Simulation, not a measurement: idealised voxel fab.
Module name: voxel wiring stack (process module)
Section cut is 155 nm wide and gridded with 5 nm square cells.
A cross-section is a grid of square cells, given in bands from the top down. A band is one or more rows of cells. Top, bottom (nm), then materials left to right with widths (nm); lone material tagged "full width" fills the whole band edge to edge; "empty" = empty space. Counting heights begins at 0, where everything beneath is, in the wafer as received, one material. The lowest band has no bottom; it goes on downwards, as "0 and below" shows. You'd read "30..40" like this: the band's top row of cells is as wide as the first number, its bottom row is as wide as the second, and going down, every row changes width by the same amount as the row before did. Key: "identical to before" - step with no changed cell in the cross-section. "Enclosed voids" enumerates empty spaces isolated from the top, with no open way to it, that contain at least 8 cells, giving each as width x height at distance from the left edge, all three in nm. If you see something after the settings on a step's line, that's the simulator's own remark about that step. overlay nm, on a step with a mask: how far to the right of its planned place the mask lay; to the left if negative. Every pair from here on: before one process step, after it. The after cross-section reaches only to the lowest band that changed. Below the pair: the step in between and its settings. Pairs can belong to different runs of this module on the same starting wafer; a pair carries on from the pair above only if the entry headed "Ex-ante state" says so.
# Ex-ante state
	75 down to 60 | SiO2 (15); empty (25); SiO2 (20); empty (25); SiO2 (20); empty (25); SiO2 (25)
	60 down to 45 | SiO2 (15); empty (15); SiO2 (30); empty (15); SiO2 (30); empty (15); SiO2 (35)
	45 down to 40 | SiCN (20); empty (10); SiCN (35); empty (10); SiCN (35); empty (10); SiCN (35)
	40 down to 15 | SiO2 (10); SiN (5); Ru (30); SiN (5); SiO2 (5); SiN (5); Ru (30); SiN (5); SiO2 (5); SiN (5); Ru (30); SiN (5); SiO2 (15)
	15 down to 10 | SiN (15); TiN (30); SiN (15); TiN (30); SiN (15); TiN (30); SiN (20)
	10 down to 0 | SiO2 full width
	0 and below | Si full width
	Enclosed voids: none
# Post-Step Cross-Section
	80 down to 75 | TiN (20); empty (15); TiN (30); empty (15); TiN (30); empty (15); TiN (30)
	75 down to 65 | SiO2 (15); TiN (5); empty (15); TiN (5); SiO2 (20); TiN (5); empty (15); TiN (5); SiO2 (20); TiN (5); empty (15); TiN (5); SiO2 (25)
	65 down to 60 | SiO2 (15); TiN (5); empty (5); TiN (15); SiO2 (20); TiN (5); empty (5); TiN (15); SiO2 (20); TiN (5); empty (5); TiN (15); SiO2 (25)
	60 down to 50 | SiO2 (15); TiN (5); empty (5); TiN (5); SiO2 (30); TiN (5); empty (5); TiN (5); SiO2 (30); TiN (5); empty (5); TiN (5); SiO2 (35)
	50 down to 45 | SiO2 (15); TiN (15); SiO2 (30); TiN (15); SiO2 (30); TiN (15); SiO2 (35)
	45 down to 40 | SiCN (20); TiN (10); SiCN (35); TiN (10); SiCN (35); TiN (10); SiCN (35)
	For the remainder of the cross-section, below 40, there is no change.
	Enclosed voids: none
In between the cross-sections above, the run called for CONFORMAL_DEP (material TiN; thk nm 5)
Ex-ante state: For the state before this step, see the after cross-section of the pair located directly above.
# Post-Step Cross-Section
	85 down to 80 | Cu full width
	80 down to 75 | TiN (20); Cu (15); TiN (30); Cu (15); TiN (30); Cu (15); TiN (30)
	75 down to 65 | SiO2 (15); TiN (5); Cu (15); TiN (5); SiO2 (20); TiN (5); Cu (15); TiN (5); SiO2 (20); TiN (5); Cu (15); TiN (5); SiO2 (25)
	65 down to 60 | SiO2 (15); TiN (5); Cu (5); TiN (15); SiO2 (20); TiN (5); Cu (5); TiN (15); SiO2 (20); TiN (5); Cu (5); TiN (15); SiO2 (25)
	60 down to 50 | SiO2 (15); TiN (5); Cu (5); TiN (5); SiO2 (30); TiN (5); Cu (5); TiN (5); SiO2 (30); TiN (5); Cu (5); TiN (5); SiO2 (35)
	For the remainder of the cross-section, below 50, there is no change.
	Enclosed voids: none
In between the cross-sections above, the run called for FILL_DEP (material Cu; thk nm 5)
Ex-ante state: For the state before this step, see the after cross-section of the pair located directly above.
# Post-Step Cross-Section
	75 down to 65 | SiO2 (15); TiN (5); Cu (15); TiN (5); SiO2 (20); TiN (5); Cu (15); TiN (5); SiO2 (20); TiN (5); Cu (15); TiN (5); SiO2 (25)
	For the remainder of the cross-section, below 65, there is no change.
	Enclosed voids: none
In between the cross-sections above, the run called for CMP (height nm 75)
Ex-ante state: For the state before this step, see the after cross-section of the pair located directly above.
# Post-Step Cross-Section
	80 down to 75 | SiCN full width
	For the remainder of the cross-section, below 75, there is no change.
	Enclosed voids: none
In between the cross-sections above, the run called for CONFORMAL_DEP (material SiCN; thk nm 5)
Ex-ante state: For the state before this step, see the after cross-section of the pair located directly above.
# Post-Step Cross-Section
	90 down to 80 | lowk full width
	For the remainder of the cross-section, below 80, there is no change.
	Enclosed voids: none
In between the cross-sections above, the run called for DIRECTIONAL_DEP (material lowk; thk nm 10)
Ex-ante state: For the state before this step, see the after cross-section of the pair located directly above.
# Post-Step Cross-Section
	105 down to 90 | aC full width
	For the remainder of the cross-section, below 90, there is no change.
	Enclosed voids: none
In between the cross-sections above, the run called for DIRECTIONAL_DEP (material aC; thk nm 15)
Ex-ante state: For the state before this step, see the after cross-section of the pair located directly above.
# Post-Step Cross-Section
	135 down to 105 | resist (15); empty (15); resist (30); empty (15); resist (30); empty (15); resist (35)
	For the remainder of the cross-section, below 105, there is no change.
	Enclosed voids: none
In between the cross-sections above, the run called for PATTERN (tone open; mask id PLUG_2; material resist; width nm 15; pitch nm 45; thk nm 30; overlay nm 0)
Ex-ante state: For the state before this step, see the after cross-section of the pair located directly above.
# Post-Step Cross-Section
	120 down to 105 | resist (15); empty (15); resist (30); empty (15); resist (30); empty (15); resist (35)
	105 down to 90 | aC (15); empty (15); aC (30); empty (15); aC (30); empty (15); aC (35)
	For the remainder of the cross-section, below 90, there is no change.
	Enclosed voids: none
In between the cross-sections above, the run called for DIRECTIONAL_ETCH (etch materials aC; depth nm 15)
Ex-ante state: For the state before this step, see the after cross-section of the pair located directly above.
# Post-Step Cross-Section
	105 down to 90 | aC (15); empty (15); aC (30); empty (15); aC (30); empty (15); aC (35)
	For the remainder of the cross-section, below 90, there is no change.
	Enclosed voids: none
In between the cross-sections above, the run called for STRIP (etch materials resist)
Ex-ante state: For the state before this step, see the after cross-section of the pair located directly above.
# Post-Step Cross-Section
	105 down to 90 | aC (15); empty (15); aC (30); empty (15); aC (30); empty (15); aC (35)
	90 down to 80 | lowk (15); empty (15); lowk (30); empty (15); lowk (30); empty (15); lowk (35)
	For the remainder of the cross-section, below 80, there is no change.
	Enclosed voids: none
In between the cross-sections above, the run called for DIRECTIONAL_ETCH (etch materials lowk; depth nm 10)
Ex-ante state: For the state before this step, see the after cross-section of the pair located directly above.
# Post-Step Cross-Section
	105 down to 90 | aC (15); empty (15); aC (30); empty (15); aC (30); empty (15); aC (35)
	90 down to 80 | lowk (15); empty (15); lowk (30); empty (15); lowk (30); empty (15); lowk (35)
	80 down to 75 | SiCN (15); empty (15); SiCN (30); empty (15); SiCN (30); empty (15); SiCN (35)
	For the remainder of the cross-section, below 75, there is no change.
	Enclosed voids: none
In between the cross-sections above, the run called for DIRECTIONAL_ETCH (etch materials SiCN; depth nm 5)
Ex-ante state: For the state before this step, see the after cross-section of the pair located directly above.
# Post-Step Cross-Section
	90 down to 80 | lowk (15); empty (15); lowk (30); empty (15); lowk (30); empty (15); lowk (35)
	For the remainder of the cross-section, below 80, there is no change.
	Enclosed voids: none
In between the cross-sections above, the run called for STRIP (etch materials aC)
Ex-ante state: For the state before this step, see the after cross-section of the pair located directly above.
# Post-Step Cross-Section
	95 down to 90 | TiN (20); empty (5); TiN (40); empty (5); TiN (40); empty (5); TiN (40)
	90 down to 80 | lowk (15); TiN (5); empty (5); TiN (5); lowk (30); TiN (5); empty (5); TiN (5); lowk (30); TiN (5); empty (5); TiN (5); lowk (35)
	80 down to 75 | SiCN (15); TiN (15); SiCN (30); TiN (15); SiCN (30); TiN (15); SiCN (35)
	For the remainder of the cross-section, below 75, there is no change.
	Enclosed voids: none
In between the cross-sections above, the run called for CONFORMAL_DEP (material TiN; thk nm 5)
Ex-ante state: For the state before this step, see the after cross-section of the pair located directly above.
# Post-Step Cross-Section
	100 down to 95 | Cu full width
	95 down to 90 | TiN (20); Cu (5); TiN (40); Cu (5); TiN (40); Cu (5); TiN (40)
	90 down to 80 | lowk (15); TiN (5); Cu (5); TiN (5); lowk (30); TiN (5); Cu (5); TiN (5); lowk (30); TiN (5); Cu (5); TiN (5); lowk (35)
	For the remainder of the cross-section, below 80, there is no change.
	Enclosed voids: none
In between the cross-sections above, the run called for FILL_DEP (material Cu; thk nm 5)
Ex-ante state: For the state before this step, see the after cross-section of the pair located directly above.
# Post-Step Cross-Section
	90 down to 80 | lowk (15); TiN (5); Cu (5); TiN (5); lowk (30); TiN (5); Cu (5); TiN (5); lowk (30); TiN (5); Cu (5); TiN (5); lowk (35)
	For the remainder of the cross-section, below 80, there is no change.
	Enclosed voids: none
In between the cross-sections above, the run called for CMP (height nm 90)
Ex-ante state: For the state before this step, see the after cross-section of the pair located directly above.
# Post-Step Cross-Section
	95 down to 90 | TiN full width
	For the remainder of the cross-section, below 90, there is no change.
	Enclosed voids: none
In between the cross-sections above, the run called for DIRECTIONAL_DEP (material TiN; thk nm 5)
Ex-ante state: For the state before this step, see the after cross-section of the pair located directly above.
# Post-Step Cross-Section
	115 down to 95 | W full width
	For the remainder of the cross-section, below 95, there is no change.
	Enclosed voids: none
In between the cross-sections above, the run called for DIRECTIONAL_DEP (material W; thk nm 20)
Ex-ante state: For the state before this step, see the after cross-section of the pair located directly above.
# Post-Step Cross-Section
	130 down to 115 | aC full width
	For the remainder of the cross-section, below 115, there is no change.
	Enclosed voids: none
In between the cross-sections above, the run called for DIRECTIONAL_DEP (material aC; thk nm 15)
Ex-ante state: For the state before this step, see the after cross-section of the pair located directly above.
# Post-Step Cross-Section
	160 down to 130 | empty (15); resist (30); empty (15); resist (30); empty (15); resist (30); empty (20)
	For the remainder of the cross-section, below 130, there is no change.
	Enclosed voids: none
In between the cross-sections above, the run called for PATTERN (tone cover; mask id METAL_3; material resist; width nm 30; pitch nm 45; thk nm 30; overlay nm 0)
Ex-ante state: For the state before this step, see the after cross-section of the pair located directly above.
# Post-Step Cross-Section
	145 down to 130 | empty (15); resist (30); empty (15); resist (30); empty (15); resist (30); empty (20)
	130 down to 115 | empty (15); aC (30); empty (15); aC (30); empty (15); aC (30); empty (20)
	For the remainder of the cross-section, below 115, there is no change.
	Enclosed voids: none
In between the cross-sections above, the run called for DIRECTIONAL_ETCH (etch materials aC; depth nm 15)
Ex-ante state: For the state before this step, see the after cross-section of the pair located directly above.
# Post-Step Cross-Section
	130 down to 115 | empty (15); aC (30); empty (15); aC (30); empty (15); aC (30); empty (20)
	For the remainder of the cross-section, below 115, there is no change.
	Enclosed voids: none
In between the cross-sections above, the run called for STRIP (etch materials resist)
Ex-ante state: For the state before this step, see the after cross-section of the pair located directly above.
# Post-Step Cross-Section
	130 down to 115 | empty (15); aC (30); empty (15); aC (30); empty (15); aC (30); empty (20)
	115 down to 95 | empty (15); W (30); empty (15); W (30); empty (15); W (30); empty (20)
	For the remainder of the cross-section, below 95, there is no change.
	Enclosed voids: none
In between the cross-sections above, the run called for DIRECTIONAL_ETCH (etch materials W; depth nm 20)
Ex-ante state: For the state before this step, see the after cross-section of the pair located directly above.
# Post-Step Cross-Section
	130 down to 115 | empty (15); aC (30); empty (15); aC (30); empty (15); aC (30); empty (20)
	115 down to 95 | empty (15); W (30); empty (15); W (30); empty (15); W (30); empty (20)
	95 down to 90 | empty (15); TiN (30); empty (15); TiN (30); empty (15); TiN (30); empty (20)
	For the remainder of the cross-section, below 90, there is no change.
	Enclosed voids: none
In between the cross-sections above, the run called for DIRECTIONAL_ETCH (etch materials TiN; depth nm 5)
Ex-ante state: For the state before this step, see the after cross-section of the pair located directly above.
# Post-Step Cross-Section
	115 down to 95 | empty (15); W (30); empty (15); W (30); empty (15); W (30); empty (20)
	For the remainder of the cross-section, below 95, there is no change.
	Enclosed voids: none
In between the cross-sections above, the run called for STRIP (etch materials aC)
Ex-ante state: For the state before this step, see the after cross-section of the pair located directly above.
# Post-Step Cross-Section
	120 down to 115 | empty (10); SiN (40); empty (5); SiN (40); empty (5); SiN (40); empty (15)
	115 down to 95 | empty (10); SiN (5); W (30); SiN (5); empty (5); SiN (5); W (30); SiN (5); empty (5); SiN (5); W (30); SiN (5); empty (15)
	95 down to 90 | SiN (15); TiN (30); SiN (15); TiN (30); SiN (15); TiN (30); SiN (20)
	For the remainder of the cross-section, below 90, there is no change.
	Enclosed voids: none
In between the cross-sections above, the run called for CONFORMAL_DEP (material SiN; thk nm 5)
Ex-ante state: For the state before this step, see the after cross-section of the pair located directly above.
# Post-Step Cross-Section
	125 down to 120 | lowk full width
	120 down to 115 | lowk (10); SiN (40); lowk (5); SiN (40); lowk (5); SiN (40); lowk (15)
	115 down to 95 | lowk (10); SiN (5); W (30); SiN (5); lowk (5); SiN (5); W (30); SiN (5); lowk (5); SiN (5); W (30); SiN (5); lowk (15)
	For the remainder of the cross-section, below 95, there is no change.
	Enclosed voids: none
In between the cross-sections above, the run called for FILL_DEP (material lowk; thk nm 5)
Ex-ante state: For the state before this step, see the after cross-section of the pair located directly above.
# Post-Step Cross-Section
	115 down to 95 | lowk (10); SiN (5); W (30); SiN (5); lowk (5); SiN (5); W (30); SiN (5); lowk (5); SiN (5); W (30); SiN (5); lowk (15)
	For the remainder of the cross-section, below 95, there is no change.
	Enclosed voids: none
In between the cross-sections above, the run called for CMP (height nm 115)
Ex-ante state: For the state before this step, see the after cross-section of the pair located directly above.
# Post-Step Cross-Section
	120 down to 115 | SiN full width
	For the remainder of the cross-section, below 115, there is no change.
	Enclosed voids: none
In between the cross-sections above, the run called for CONFORMAL_DEP (material SiN; thk nm 5)
# Ex-ante state
	90 down to 75 | aC (15); empty (15); aC (30); empty (15); aC (30); empty (15); aC (35)
	75 down to 60 | SiO2 (15); empty (15); SiO2 (30); empty (15); SiO2 (30); empty (15); SiO2 (35)
	60 down to 45 | SiO2 (15); aC (15); SiO2 (30); aC (15); SiO2 (30); aC (15); SiO2 (35)
	45 down to 40 | SiCN full width
	40 down to 15 | SiO2 (10); SiN (5); Ru (30); SiN (5); SiO2 (5); SiN (5); Ru (30); SiN (5); SiO2 (5); SiN (5); Ru (30); SiN (5); SiO2 (15)
	15 down to 10 | SiN (15); TiN (30); SiN (15); TiN (30); SiN (15); TiN (30); SiN (20)
	10 down to 0 | SiO2 full width
	0 and below | Si full width
	Enclosed voids: none
# Post-Step Cross-Section
	125 down to 90 | resist (20); empty (30); resist (15); empty (30); resist (15); empty (30); resist (15)
	90 down to 75 | aC (15); resist (5); empty (10); aC (30); resist (5); empty (10); aC (30); resist (5); empty (10); aC (35)
	75 down to 60 | SiO2 (15); resist (5); empty (10); SiO2 (30); resist (5); empty (10); SiO2 (30); resist (5); empty (10); SiO2 (35)
	For the remainder of the cross-section, below 60, there is no change.
	Enclosed voids: none
In between the cross-sections above, the run called for PATTERN (tone open; mask id METAL_2; material resist; width nm 30; pitch nm 45; thk nm 35; overlay nm 5)
Ex-ante state: For the state before this step, see the after cross-section of the pair located directly above.
# Post-Step Cross-Section
	110 down to 90 | resist (20); empty (30); resist (15); empty (30); resist (15); empty (30); resist (15)
	90 down to 75 | aC (15); resist (5); empty (30); aC (10); resist (5); empty (30); aC (10); resist (5); empty (30); aC (15)
	75 down to 60 | SiO2 (15); resist (5); empty (10); SiO2 (30); resist (5); empty (10); SiO2 (30); resist (5); empty (10); SiO2 (35)
	60 down to 45 | SiO2 (15); aC (5); empty (10); SiO2 (30); aC (5); empty (10); SiO2 (30); aC (5); empty (10); SiO2 (35)
	For the remainder of the cross-section, below 45, there is no change.
	Enclosed voids: none
In between the cross-sections above, the run called for DIRECTIONAL_ETCH (etch materials aC; depth nm 15)
Ex-ante state: For the state before this step, see the after cross-section of the pair located directly above.
# Post-Step Cross-Section
	90 down to 75 | aC (15); empty (35); aC (10); empty (35); aC (10); empty (35); aC (15)
	75 down to 60 | SiO2 (15); empty (15); SiO2 (30); empty (15); SiO2 (30); empty (15); SiO2 (35)
	For the remainder of the cross-section, below 60, there is no change.
	Enclosed voids: none
In between the cross-sections above, the run called for STRIP (etch materials resist)
Ex-ante state: For the state before this step, see the after cross-section of the pair located directly above.
# Post-Step Cross-Section
	90 down to 75 | aC (15); empty (35); aC (10); empty (35); aC (10); empty (35); aC (15)
	75 down to 60 | SiO2 (15); empty (35); SiO2 (10); empty (35); SiO2 (10); empty (35); SiO2 (15)
	For the remainder of the cross-section, below 60, there is no change.
	Enclosed voids: none
In between the cross-sections above, the run called for DIRECTIONAL_ETCH (etch materials SiO2; depth nm 15)
Ex-ante state: For the state before this step, see the after cross-section of the pair located directly above.
# Post-Step Cross-Section
	90 down to 75 | aC (15); empty (35); aC (10); empty (35); aC (10); empty (35); aC (15)
	75 down to 60 | SiO2 (15); empty (35); SiO2 (10); empty (35); SiO2 (10); empty (35); SiO2 (15)
	60 down to 45 | SiO2 (15); aC (5); empty (10); SiO2 (30); aC (5); empty (10); SiO2 (30); aC (5); empty (10); SiO2 (35)
	45 down to 40 | SiCN (20); empty (10); SiCN (35); empty (10); SiCN (35); empty (10); SiCN (35)
	For the remainder of the cross-section, below 40, there is no change.
	Enclosed voids: none
In between the cross-sections above, the run called for DIRECTIONAL_ETCH (etch materials SiCN; depth nm 5)
Ex-ante state: For the state before this step, see the after cross-section of the pair located directly above.
# Post-Step Cross-Section
	75 down to 60 | SiO2 (15); empty (35); SiO2 (10); empty (35); SiO2 (10); empty (35); SiO2 (15)
	60 down to 45 | SiO2 (15); empty (15); SiO2 (30); empty (15); SiO2 (30); empty (15); SiO2 (35)
	For the remainder of the cross-section, below 45, there is no change.
	Enclosed voids: none
In between the cross-sections above, the run called for STRIP (etch materials aC)
Ex-ante state: For the state before this step, see the after cross-section of the pair located directly above.
# Post-Step Cross-Section
	80 down to 75 | TiN (20); empty (25); TiN (20); empty (25); TiN (20); empty (25); TiN (20)
	75 down to 65 | SiO2 (15); TiN (5); empty (25); TiN (5); SiO2 (10); TiN (5); empty (25); TiN (5); SiO2 (10); TiN (5); empty (25); TiN (5); SiO2 (15)
	65 down to 60 | SiO2 (15); TiN (5); empty (5); TiN (25); SiO2 (10); TiN (5); empty (5); TiN (25); SiO2 (10); TiN (5); empty (5); TiN (25); SiO2 (15)
	60 down to 50 | SiO2 (15); TiN (5); empty (5); TiN (5); SiO2 (30); TiN (5); empty (5); TiN (5); SiO2 (30); TiN (5); empty (5); TiN (5); SiO2 (35)
	50 down to 45 | SiO2 (15); TiN (15); SiO2 (30); TiN (15); SiO2 (30); TiN (15); SiO2 (35)
	45 down to 40 | SiCN (20); TiN (10); SiCN (35); TiN (10); SiCN (35); TiN (10); SiCN (35)
	For the remainder of the cross-section, below 40, there is no change.
	Enclosed voids: none
In between the cross-sections above, the run called for CONFORMAL_DEP (material TiN; thk nm 5)
Ex-ante state: For the state before this step, see the after cross-section of the pair located directly above.
# Post-Step Cross-Section
	85 down to 80 | Cu full width
	80 down to 75 | TiN (20); Cu (25); TiN (20); Cu (25); TiN (20); Cu (25); TiN (20)
	75 down to 65 | SiO2 (15); TiN (5); Cu (25); TiN (5); SiO2 (10); TiN (5); Cu (25); TiN (5); SiO2 (10); TiN (5); Cu (25); TiN (5); SiO2 (15)
	65 down to 60 | SiO2 (15); TiN (5); Cu (5); TiN (25); SiO2 (10); TiN (5); Cu (5); TiN (25); SiO2 (10); TiN (5); Cu (5); TiN (25); SiO2 (15)
	60 down to 50 | SiO2 (15); TiN (5); Cu (5); TiN (5); SiO2 (30); TiN (5); Cu (5); TiN (5); SiO2 (30); TiN (5); Cu (5); TiN (5); SiO2 (35)
	For the remainder of the cross-section, below 50, there is no change.
	Enclosed voids: none
In between the cross-sections above, the run called for FILL_DEP (material Cu; thk nm 5)
Ex-ante state: For the state before this step, see the after cross-section of the pair located directly above.
# Post-Step Cross-Section
	75 down to 65 | SiO2 (15); TiN (5); Cu (25); TiN (5); SiO2 (10); TiN (5); Cu (25); TiN (5); SiO2 (10); TiN (5); Cu (25); TiN (5); SiO2 (15)
	For the remainder of the cross-section, below 65, there is no change.
	Enclosed voids: none
In between the cross-sections above, the run called for CMP (height nm 75)
Ex-ante state: For the state before this step, see the after cross-section of the pair located directly above.
# Post-Step Cross-Section
	80 down to 75 | SiCN full width
	For the remainder of the cross-section, below 75, there is no change.
	Enclosed voids: none
In between the cross-sections above, the run called for CONFORMAL_DEP (material SiCN; thk nm 5)
Ex-ante state: For the state before this step, see the after cross-section of the pair located directly above.
# Post-Step Cross-Section
	90 down to 80 | lowk full width
	For the remainder of the cross-section, below 80, there is no change.
	Enclosed voids: none
In between the cross-sections above, the run called for DIRECTIONAL_DEP (material lowk; thk nm 10)
Ex-ante state: For the state before this step, see the after cross-section of the pair located directly above.
# Post-Step Cross-Section
	105 down to 90 | aC full width
	For the remainder of the cross-section, below 90, there is no change.
	Enclosed voids: none
In between the cross-sections above, the run called for DIRECTIONAL_DEP (material aC; thk nm 15)
Ex-ante state: For the state before this step, see the after cross-section of the pair located directly above.
# Post-Step Cross-Section
	135 down to 105 | resist (15); empty (15); resist (30); empty (15); resist (30); empty (15); resist (35)
	For the remainder of the cross-section, below 105, there is no change.
	Enclosed voids: none
In between the cross-sections above, the run called for PATTERN (tone open; mask id PLUG_2; material resist; width nm 15; pitch nm 45; thk nm 30; overlay nm 0)
Ex-ante state: For the state before this step, see the after cross-section of the pair located directly above.
# Post-Step Cross-Section
	120 down to 105 | resist (15); empty (15); resist (30); empty (15); resist (30); empty (15); resist (35)
	105 down to 90 | aC (15); empty (15); aC (30); empty (15); aC (30); empty (15); aC (35)
	For the remainder of the cross-section, below 90, there is no change.
	Enclosed voids: none
In between the cross-sections above, the run called for DIRECTIONAL_ETCH (etch materials aC; depth nm 15)
Ex-ante state: For the state before this step, see the after cross-section of the pair located directly above.
# Post-Step Cross-Section
	105 down to 90 | aC (15); empty (15); aC (30); empty (15); aC (30); empty (15); aC (35)
	For the remainder of the cross-section, below 90, there is no change.
	Enclosed voids: none
In between the cross-sections above, the run called for STRIP (etch materials resist)
Ex-ante state: For the state before this step, see the after cross-section of the pair located directly above.
# Post-Step Cross-Section
	105 down to 90 | aC (15); empty (15); aC (30); empty (15); aC (30); empty (15); aC (35)
	90 down to 80 | lowk (15); empty (15); lowk (30); empty (15); lowk (30); empty (15); lowk (35)
	For the remainder of the cross-section, below 80, there is no change.
	Enclosed voids: none
In between the cross-sections above, the run called for DIRECTIONAL_ETCH (etch materials lowk; depth nm 10)
Ex-ante state: For the state before this step, see the after cross-section of the pair located directly above.
# Post-Step Cross-Section
	105 down to 90 | aC (15); empty (15); aC (30); empty (15); aC (30); empty (15); aC (35)
	90 down to 80 | lowk (15); empty (15); lowk (30); empty (15); lowk (30); empty (15); lowk (35)
	80 down to 75 | SiCN (15); empty (15); SiCN (30); empty (15); SiCN (30); empty (15); SiCN (35)
	For the remainder of the cross-section, below 75, there is no change.
	Enclosed voids: none
In between the cross-sections above, the run called for DIRECTIONAL_ETCH (etch materials SiCN; depth nm 5)
Ex-ante state: For the state before this step, see the after cross-section of the pair located directly above.
# Post-Step Cross-Section
	90 down to 80 | lowk (15); empty (15); lowk (30); empty (15); lowk (30); empty (15); lowk (35)
	For the remainder of the cross-section, below 80, there is no change.
	Enclosed voids: none
In between the cross-sections above, the run called for STRIP (etch materials aC)
Ex-ante state: For the state before this step, see the after cross-section of the pair located directly above.
# Post-Step Cross-Section
	95 down to 90 | TiN (20); empty (5); TiN (40); empty (5); TiN (40); empty (5); TiN (40)
	90 down to 80 | lowk (15); TiN (5); empty (5); TiN (5); lowk (30); TiN (5); empty (5); TiN (5); lowk (30); TiN (5); empty (5); TiN (5); lowk (35)
	80 down to 75 | SiCN (15); TiN (15); SiCN (30); TiN (15); SiCN (30); TiN (15); SiCN (35)
	For the remainder of the cross-section, below 75, there is no change.
	Enclosed voids: none
In between the cross-sections above, the run called for CONFORMAL_DEP (material TiN; thk nm 5)
Ex-ante state: For the state before this step, see the after cross-section of the pair located directly above.
# Post-Step Cross-Section
	100 down to 95 | Cu full width
	95 down to 90 | TiN (20); Cu (5); TiN (40); Cu (5); TiN (40); Cu (5); TiN (40)
	90 down to 80 | lowk (15); TiN (5); Cu (5); TiN (5); lowk (30); TiN (5); Cu (5); TiN (5); lowk (30); TiN (5); Cu (5); TiN (5); lowk (35)
	For the remainder of the cross-section, below 80, there is no change.
	Enclosed voids: none
In between the cross-sections above, the run called for FILL_DEP (material Cu; thk nm 5)
Ex-ante state: For the state before this step, see the after cross-section of the pair located directly above.
# Post-Step Cross-Section
	90 down to 80 | lowk (15); TiN (5); Cu (5); TiN (5); lowk (30); TiN (5); Cu (5); TiN (5); lowk (30); TiN (5); Cu (5); TiN (5); lowk (35)
	For the remainder of the cross-section, below 80, there is no change.
	Enclosed voids: none
In between the cross-sections above, the run called for CMP (height nm 90)
Ex-ante state: For the state before this step, see the after cross-section of the pair located directly above.
# Post-Step Cross-Section
	95 down to 90 | TiN full width
	For the remainder of the cross-section, below 90, there is no change.
	Enclosed voids: none
In between the cross-sections above, the run called for DIRECTIONAL_DEP (material TiN; thk nm 5)
Ex-ante state: For the state before this step, see the after cross-section of the pair located directly above.
# Post-Step Cross-Section
	115 down to 95 | W full width
	For the remainder of the cross-section, below 95, there is no change.
	Enclosed voids: none
In between the cross-sections above, the run called for DIRECTIONAL_DEP (material W; thk nm 20)
Ex-ante state: For the state before this step, see the after cross-section of the pair located directly above.
# Post-Step Cross-Section
	130 down to 115 | aC full width
	For the remainder of the cross-section, below 115, there is no change.
	Enclosed voids: none
In between the cross-sections above, the run called for DIRECTIONAL_DEP (material aC; thk nm 15)
Ex-ante state: For the state before this step, see the after cross-section of the pair located directly above.
# Post-Step Cross-Section
	160 down to 130 | empty (15); resist (30); empty (15); resist (30); empty (15); resist (30); empty (20)
	For the remainder of the cross-section, below 130, there is no change.
	Enclosed voids: none
In between the cross-sections above, the run called for PATTERN (tone cover; mask id METAL_3; material resist; width nm 30; pitch nm 45; thk nm 30; overlay nm 0)
Ex-ante state: For the state before this step, see the after cross-section of the pair located directly above.
# Post-Step Cross-Section
	145 down to 130 | empty (15); resist (30); empty (15); resist (30); empty (15); resist (30); empty (20)
	130 down to 115 | empty (15); aC (30); empty (15); aC (30); empty (15); aC (30); empty (20)
	For the remainder of the cross-section, below 115, there is no change.
	Enclosed voids: none
In between the cross-sections above, the run called for DIRECTIONAL_ETCH (etch materials aC; depth nm 15)
Ex-ante state: For the state before this step, see the after cross-section of the pair located directly above.
# Post-Step Cross-Section
	130 down to 115 | empty (15); aC (30); empty (15); aC (30); empty (15); aC (30); empty (20)
	For the remainder of the cross-section, below 115, there is no change.
	Enclosed voids: none
In between the cross-sections above, the run called for STRIP (etch materials resist)
Ex-ante state: For the state before this step, see the after cross-section of the pair located directly above.
# Post-Step Cross-Section
	130 down to 115 | empty (15); aC (30); empty (15); aC (30); empty (15); aC (30); empty (20)
	115 down to 95 | empty (15); W (30); empty (15); W (30); empty (15); W (30); empty (20)
	For the remainder of the cross-section, below 95, there is no change.
	Enclosed voids: none
In between the cross-sections above, the run called for DIRECTIONAL_ETCH (etch materials W; depth nm 20)
Ex-ante state: For the state before this step, see the after cross-section of the pair located directly above.
# Post-Step Cross-Section
	130 down to 115 | empty (15); aC (30); empty (15); aC (30); empty (15); aC (30); empty (20)
	115 down to 95 | empty (15); W (30); empty (15); W (30); empty (15); W (30); empty (20)
	95 down to 90 | empty (15); TiN (30); empty (15); TiN (30); empty (15); TiN (30); empty (20)
	For the remainder of the cross-section, below 90, there is no change.
	Enclosed voids: none
In between the cross-sections above, the run called for DIRECTIONAL_ETCH (etch materials TiN; depth nm 5)
Ex-ante state: For the state before this step, see the after cross-section of the pair located directly above.
# Post-Step Cross-Section
	115 down to 95 | empty (15); W (30); empty (15); W (30); empty (15); W (30); empty (20)
	For the remainder of the cross-section, below 95, there is no change.
	Enclosed voids: none
In between the cross-sections above, the run called for STRIP (etch materials aC)
Ex-ante state: For the state before this step, see the after cross-section of the pair located directly above.
# Post-Step Cross-Section
	120 down to 115 | empty (10); SiN (40); empty (5); SiN (40); empty (5); SiN (40); empty (15)
	115 down to 95 | empty (10); SiN (5); W (30); SiN (5); empty (5); SiN (5); W (30); SiN (5); empty (5); SiN (5); W (30); SiN (5); empty (15)
	95 down to 90 | SiN (15); TiN (30); SiN (15); TiN (30); SiN (15); TiN (30); SiN (20)
	For the remainder of the cross-section, below 90, there is no change.
	Enclosed voids: none
In between the cross-sections above, the run called for CONFORMAL_DEP (material SiN; thk nm 5)
Ex-ante state: For the state before this step, see the after cross-section of the pair located directly above.
# Post-Step Cross-Section
	125 down to 120 | lowk full width
	120 down to 115 | lowk (10); SiN (40); lowk (5); SiN (40); lowk (5); SiN (40); lowk (15)
	115 down to 95 | lowk (10); SiN (5); W (30); SiN (5); lowk (5); SiN (5); W (30); SiN (5); lowk (5); SiN (5); W (30); SiN (5); lowk (15)
	For the remainder of the cross-section, below 95, there is no change.
	Enclosed voids: none
In between the cross-sections above, the run called for FILL_DEP (material lowk; thk nm 5)
Ex-ante state: For the state before this step, see the after cross-section of the pair located directly above.
# Post-Step Cross-Section
	115 down to 95 | lowk (10); SiN (5); W (30); SiN (5); lowk (5); SiN (5); W (30); SiN (5); lowk (5); SiN (5); W (30); SiN (5); lowk (15)
	For the remainder of the cross-section, below 95, there is no change.
	Enclosed voids: none
In between the cross-sections above, the run called for CMP (height nm 115)
Ex-ante state: For the state before this step, see the after cross-section of the pair located directly above.
# Post-Step Cross-Section
	120 down to 115 | SiN full width
	For the remainder of the cross-section, below 115, there is no change.
	Enclosed voids: none
In between the cross-sections above, the run called for CONFORMAL_DEP (material SiN; thk nm 5)
